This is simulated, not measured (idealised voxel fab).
This section sets out a process module, namely voxel lift off.
For reference, the cross-section in this document is cut, with width 190 nm and square cells of 5 nm.
Notation: cross-section as square-cell grid; stated in bands, top first, going down; one or more cell rows per band.
Per band: top height and bottom height in nm, followed by the left-to-right materials and their widths in nm; "throughout" marks a single material spanning edge to edge, "empty" marks empty space.
Counting heights begins at 0, where everything beneath is, in the wafer as received, one material. The lowest band has no bottom; it goes on downwards, as "top 0, no bottom" shows.
Think of "30->40" as a width that walks from the first number to the second as you go down the band, top row to bottom row, taking equal-sized steps from row to row.
"nothing changed" (step): cross-section cells unchanged, all of them.
Any empty space of 8 cells or more lacking an open way to the top shows up in "Completely sealed voids" as width x height at distance, distance from the left edge, in nm.
On each step's line, the part that comes after the settings is the simulator's own comment on the step.
If you see "overlay nm" on a step's line and that step has a mask, it's telling you how far right of where it was planned the mask ended up; a negative number means it went left instead.

**Below is the list of planned process steps**
1 op RECEIVE | material Si
2 op CONFORMAL_DEP | material Al2O3 | thk nm 5
3 op PATTERN | tone open | mask id LINES | material resist | width nm 30 | pitch nm 55 | thk nm 20 | overlay nm 0
4 op DIRECTIONAL_DEP | material Ru | thk nm 10
5 op STRIP | etch materials resist
6 op CONFORMAL_DEP | material SiCN | thk nm 5
It is noted that the wafers described herein are identical at the outset and are distinguished by the thk nm of step 6; the value stated in the plan corresponds to the first wafer.

**Here's the first of the wafers in cross-section, just as we got it, i.e. after step 1**
* top 0, no bottom | Si throughout
* Completely sealed voids: none

**First wafer of several, cross-section, module end, after step 6 (last)**
* top 20, bottom 15 | empty=45; SiCN=40; empty=15; SiCN=40; empty=50
* top 15, bottom 10 | empty=45; SiCN=5; Ru=30; SiCN=5; empty=15; SiCN=5; Ru=30; SiCN=5; empty=50
* top 10, bottom 5 | SiCN=50; Ru=30; SiCN=25; Ru=30; SiCN=55
* top 5, bottom 0 | Al2O3 throughout
* top 0, no bottom | Si throughout
* Completely sealed voids: none

**A cross-section through the last wafer at the close of the module**
* top 35, bottom 25 | empty=30; SiCN=125; empty=35
* top 25, bottom 15 | SiCN throughout
* top 15, bottom 5 | SiCN=50; Ru=30; SiCN=25; Ru=30; SiCN=55
* top 5, bottom 0 | Al2O3 throughout
* top 0, no bottom | Si throughout
* Completely sealed voids: none

**Gained (+) or lost (-) cells of each material since receipt, then closed voids: one row per wafer, at the end of the module**
thk nm 5 | +38 Al2O3 | +24 Ru | +46 SiCN | Completely sealed voids: none
thk nm 10 | +38 Al2O3 | +24 Ru | +92 SiCN | Completely sealed voids: none
thk nm 15 | +38 Al2O3 | +24 Ru | +136 SiCN | Completely sealed voids: none
thk nm 20 | +38 Al2O3 | +24 Ru | +178 SiCN | Completely sealed voids: none
